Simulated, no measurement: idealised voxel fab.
The following is a process module called voxel local oxidation.
Pictured: cross-section cut, 255 nm wide, on a grid of 5 nm square cells.
When this document writes out a cross-section, it uses a grid of square cells and lists it as bands, beginning at the top and moving down, with a band standing for one or more rows of cells.
Each band's line starts with the height of the band's top and of its bottom, in nm. Then come its materials from left to right, each with its width in nm. One material with "full width" fills the band from edge to edge. "air" is empty space.
Heights are expressed relative to 0, this being the level below which the as-received wafer comprises one material exclusively. The lowest band is unbounded in the downward direction and is denoted as in "z 0 and below".
So if you see something like "30 to 40" for the width, read it as the top row of the band sitting at the first number and the bottom row at the second, with every row in between moving by the same amount as the last.
Basically "remains unaltered" means that step didn't change any cell in the cross-section.
Entry "Sealed cavities". Content: empty spaces with no open connection to the top, size 8 cells or greater. Each: width x height at distance. Distance: from left edge. Unit: nm.
Read whatever lies past the settings on a step's line as the simulator's own remark about the step.
Steps that use a mask can have "overlay nm" on their line. It says how far the mask sat to the right of where it was meant to be. Negative means to the left.

Planned step list for the process:
step 1: RECEIVE, material Si
step 2: OXIDIZE, depth nm 5
step 3: CONFORMAL_DEP, material SiN, thk nm 10
step 4: PATTERN, tone cover, mask id ACTIVE, material resist, width nm 105, thk nm 20, overlay nm 0
step 5: DIRECTIONAL_ETCH, etch materials SiN, depth nm 10
step 6: STRIP, etch materials resist
step 7: SELECTIVE_ETCH, etch materials SiO2, depth nm 5
step 8: OXIDIZE, depth nm 10
step 9: STRIP, etch materials SiN

So this is the incoming wafer in cross-section - it's already been through step 1:
    z 0 and below: Si full width
    Sealed cavities: none

The cross-section shown corresponds to the wafer at the conclusion of the module. The initial structure and the process plan are those presented above; however, one mistake occurred in executing the plan:
    z 10 to 0: air (75); SiN (105); air (75)
    z 0 to -5: air (80); SiO2 (95); air (80)
    z -5 to -15: SiO2 (90); Si (75); SiO2 (90)
    z -15 and below: Si full width
    Sealed cavities: none
Deviation noted in wafer processing: execution of step 9 of the plan did not take place, the step having been omitted
